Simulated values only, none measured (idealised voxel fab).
process module | voxel capacitor over wiring
cross-section cut | 275 nm wide | cells 5 nm
A cross-section is a grid of square cells, given in bands from the top down. A band is one or more rows of cells.
Each band's line starts with the height of the band's top and of its bottom, in nm. Then come its materials from left to right, each with its width in nm. One material with "throughout" fills the band from edge to edge. "air" is empty space.
Height 0 is the level under which the wafer as received is all one material. The lowest band goes on downwards, as in "0 down".
A width such as "30 to 40" changes by the same amount from each row of cells to the next, from the band's top row to its bottom row.
"no change" after a step means that no cell of the cross-section changed.
closed voids: empty space of 8 cells or more with no open way to the top, each as width x height at its distance from the left edge, in nm
after a step's settings: what the simulator itself notes on the step
overlay nm, on a step with a mask: how far to the right of its planned place the mask lay; to the left if negative
plan
1 op RECEIVE | material Si
2 op CONFORMAL_DEP | material SiO2 | thk nm 15
3 op DIRECTIONAL_DEP | material TiN | thk nm 5
4 op DIRECTIONAL_DEP | material W | thk nm 20
5 op MASKED_ETCH | tone cover | mask id METAL_1 | width nm 30 | pitch nm 95 | etch materials W | depth nm 20 | overlay nm 0
6 op MASKED_ETCH | tone cover | mask id METAL_1 | width nm 30 | pitch nm 95 | etch materials TiN | depth nm 5 | overlay nm 0
7 op CONFORMAL_DEP | material SiCN | thk nm 5
8 op FILL_DEP | material lowk | thk nm 10
9 op CMP | height nm 40
10 op CONFORMAL_DEP | material SiCN | thk nm 5
11 op DIRECTIONAL_DEP | material SiO2 | thk nm 15
12 op PATTERN | tone open | mask id PLUG_1 | material resist | width nm 15 | thk nm 20 | overlay nm 0
13 op DIRECTIONAL_ETCH | etch materials SiO2 | depth nm 15
14 op DIRECTIONAL_ETCH | etch materials SiCN | depth nm 5
15 op STRIP | etch materials resist
16 op CONFORMAL_DEP | material TiN | thk nm 5
17 op FILL_DEP | material Cu | thk nm 5
18 op CMP | height nm 60
19 op DIRECTIONAL_DEP | material TiN | thk nm 5
20 op DIRECTIONAL_DEP | material Al2O3 | thk nm 5
21 op DIRECTIONAL_DEP | material TiN | thk nm 10
22 op DIRECTIONAL_DEP | material aC | thk nm 10
23 op PATTERN | tone cover | mask id UPPER_PLATE | material resist | width nm 70 | thk nm 30 | overlay nm 0
24 op DIRECTIONAL_ETCH | etch materials aC | depth nm 10
25 op STRIP | etch materials resist
26 op DIRECTIONAL_ETCH | etch materials TiN | depth nm 10
27 op DIRECTIONAL_ETCH | etch materials Al2O3 | depth nm 5
28 op STRIP | etch materials aC
29 op MASKED_ETCH | tone cover | mask id LOWER_PLATE | width nm 80 | etch materials TiN | depth nm 5 | overlay nm 0
30 op FILL_DEP | material SiO2 | thk nm 20
31 op CMP | height nm 95
32 op DIRECTIONAL_DEP | material aC | thk nm 10
33 op PATTERN | tone open | mask id PLUG_2 | material resist | width nm 15 | thk nm 30 | overlay nm 0
34 op DIRECTIONAL_ETCH | etch materials aC | depth nm 10
35 op STRIP | etch materials resist
36 op DIRECTIONAL_ETCH | etch materials SiO2 | depth nm 15
37 op STRIP | etch materials aC
38 op CONFORMAL_DEP | material TiN | thk nm 5
39 op FILL_DEP | material Ru | thk nm 5
40 op CMP | height nm 95
41 op CONFORMAL_DEP | material SiCN | thk nm 5
as received, after step 1
  0 down: Si throughout
  closed voids: none
a wafer at the end: this start, this plan, one mistake
  100 to 95: SiCN throughout
  95 to 85: Ru 95 | TiN 5 | SiO2 15 | TiN 5 | Ru 155
  85 to 80: TiN 100 | SiO2 15 | TiN 160
  80 to 70: SiO2 90 | TiN 70 | SiO2 115
  70 to 65: SiO2 90 | Al2O3 70 | SiO2 115
  65 to 60: SiO2 85 | TiN 80 | SiO2 110
  60 to 45: SiO2 90 | TiN 5 | Cu 5 | TiN 5 | SiO2 170
  45 to 40: SiCN 90 | TiN 15 | SiCN 170
  40 to 20: lowk 70 | SiCN 5 | W 30 | SiCN 5 | lowk 55 | SiCN 5 | W 30 | SiCN 5 | lowk 70
  20 to 15: SiCN 75 | TiN 30 | SiCN 65 | TiN 30 | SiCN 75
  15 to 0: SiO2 throughout
  0 down: Si throughout
  closed voids: none
what went wrong: step 33 ran as: op PATTERN | tone cover | mask id PLUG_2 | material resist | width nm 15 | thk nm 30 | overlay nm 0
